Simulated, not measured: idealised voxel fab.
process module | voxel ribs on slabs
cross-section cut | 155 nm wide | cells 5 nm
A cross-section is a grid of square cells, given in bands from the top down. A band is one or more rows of cells.
Each band's line starts with the height of the band's top and of its bottom, in nm. Then come its materials from left to right, each with its width in nm. One material with "throughout" fills the band from edge to edge. "air" is empty space.
Height 0 is the level under which the wafer as received is all one material. The lowest band goes on downwards, as in "0 down".
A width such as "30 to 40" changes by the same amount from each row of cells to the next, from the band's top row to its bottom row.
"no change" after a step means that no cell of the cross-section changed.
closed voids: empty space of 8 cells or more with no open way to the top, each as width x height at its distance from the left edge, in nm
after a step's settings: what the simulator itself notes on the step
overlay nm, on a step with a mask: how far to the right of its planned place the mask lay; to the left if negative
plan
1 op RECEIVE | material Si
2 op DIRECTIONAL_DEP | material SiO2 | thk nm 20
3 op DIRECTIONAL_DEP | material polySi | thk nm 20
4 op PATTERN | tone cover | mask id RIB | material resist | width nm 15 | thk nm 15 | overlay nm 0
5 op DIRECTIONAL_ETCH | etch materials polySi | depth nm 5
6 op STRIP | etch materials resist
7 op MASKED_ETCH | tone cover | mask id SLAB | width nm 75 | etch materials polySi | depth nm 15 | overlay nm 0
8 op FILL_DEP | material SiO2 | thk nm 30
9 op CMP | height nm 60
10 op DIRECTIONAL_DEP | material W | thk nm 5
11 op DIRECTIONAL_DEP | material aC | thk nm 15
12 op PATTERN | tone cover | mask id HEATER | material resist | width nm 25 | thk nm 35 | overlay nm 0
13 op DIRECTIONAL_ETCH | etch materials aC | depth nm 15
14 op STRIP | etch materials resist
15 op DIRECTIONAL_ETCH | etch materials W | depth nm 5
16 op STRIP | etch materials aC
17 op CONFORMAL_DEP | material SiN | thk nm 10
first wafer, as planned
as received, after step 1
  0 down: Si throughout
  closed voids: none
after step 2
  20 to 0: SiO2 throughout
  below 0: unchanged
after step 3
  40 to 20: polySi throughout
  below 20: unchanged
after step 4
  55 to 40: air 70 | resist 15 | air 70
  below 40: unchanged
after step 5
  55 to 40: air 70 | resist 15 | air 70
  40 to 35: air 70 | polySi 15 | air 70
  below 35: unchanged
after step 6
  40 to 35: air 70 | polySi 15 | air 70
  below 35: unchanged
after step 7
  40 to 35: air 70 | polySi 15 | air 70
  35 to 20: air 40 | polySi 75 | air 40
  below 20: unchanged
after step 8
  70 to 40: SiO2 throughout
  40 to 35: SiO2 70 | polySi 15 | SiO2 70
  35 to 20: SiO2 40 | polySi 75 | SiO2 40
  below 20: unchanged
after step 9
  60 to 40: SiO2 throughout
  below 40: unchanged
after step 10
  65 to 60: W throughout
  below 60: unchanged
after step 11
  80 to 65: aC throughout
  below 65: unchanged
after step 12
  115 to 80: air 65 | resist 25 | air 65
  below 80: unchanged
after step 13
  100 to 80: air 65 | resist 25 | air 65
  80 to 65: air 65 | aC 25 | air 65
  below 65: unchanged
after step 14
  80 to 65: air 65 | aC 25 | air 65
  below 65: unchanged
after step 15
  80 to 65: air 65 | aC 25 | air 65
  65 to 60: air 65 | W 25 | air 65
  below 60: unchanged
after step 16
  65 to 60: air 65 | W 25 | air 65
  below 60: unchanged
after step 17
  75 to 70: air 55 | SiN 45 | air 55
  70 to 65: SiN throughout
  65 to 60: SiN 65 | W 25 | SiN 65
  below 60: unchanged
second wafer: like start, like plan, one mistake. Through step 2 it matches the first wafer
when step 3 should have ended
  50 to 20: polySi throughout
  below 20: unchanged
when step 4 should have ended
  65 to 50: air 70 | resist 15 | air 70
  below 50: unchanged
when step 5 should have ended
  65 to 50: air 70 | resist 15 | air 70
  50 to 45: air 70 | polySi 15 | air 70
  below 45: unchanged
when step 6 should have ended
  50 to 45: air 70 | polySi 15 | air 70
  below 45: unchanged
when step 7 should have ended
  50 to 45: air 70 | polySi 15 | air 70
  45 to 30: air 40 | polySi 75 | air 40
  below 30: unchanged
when step 8 should have ended
  80 to 50: SiO2 throughout
  50 to 45: SiO2 70 | polySi 15 | SiO2 70
  45 to 30: SiO2 40 | polySi 75 | SiO2 40
  below 30: unchanged
when step 9 should have ended
  60 to 50: SiO2 throughout
  below 50: unchanged
when step 10 should have ended
  65 to 60: W throughout
  below 60: unchanged
when step 11 should have ended
  80 to 65: aC throughout
  below 65: unchanged
when step 12 should have ended
  115 to 80: air 65 | resist 25 | air 65
  below 80: unchanged
when step 13 should have ended
  100 to 80: air 65 | resist 25 | air 65
  80 to 65: air 65 | aC 25 | air 65
  below 65: unchanged
when step 14 should have ended
  80 to 65: air 65 | aC 25 | air 65
  below 65: unchanged
when step 15 should have ended
  80 to 65: air 65 | aC 25 | air 65
  65 to 60: air 65 | W 25 | air 65
  below 60: unchanged
when step 16 should have ended
  65 to 60: air 65 | W 25 | air 65
  below 60: unchanged
when step 17 should have ended
  75 to 70: air 55 | SiN 45 | air 55
  70 to 65: SiN throughout
  65 to 60: SiN 65 | W 25 | SiN 65
  below 60: unchanged
what went wrong: step 3 ran as: op DIRECTIONAL_DEP | material polySi | thk nm 30
at the end the second wafer has, in cells: 62 fewer of SiO2 | 62 more of polySi
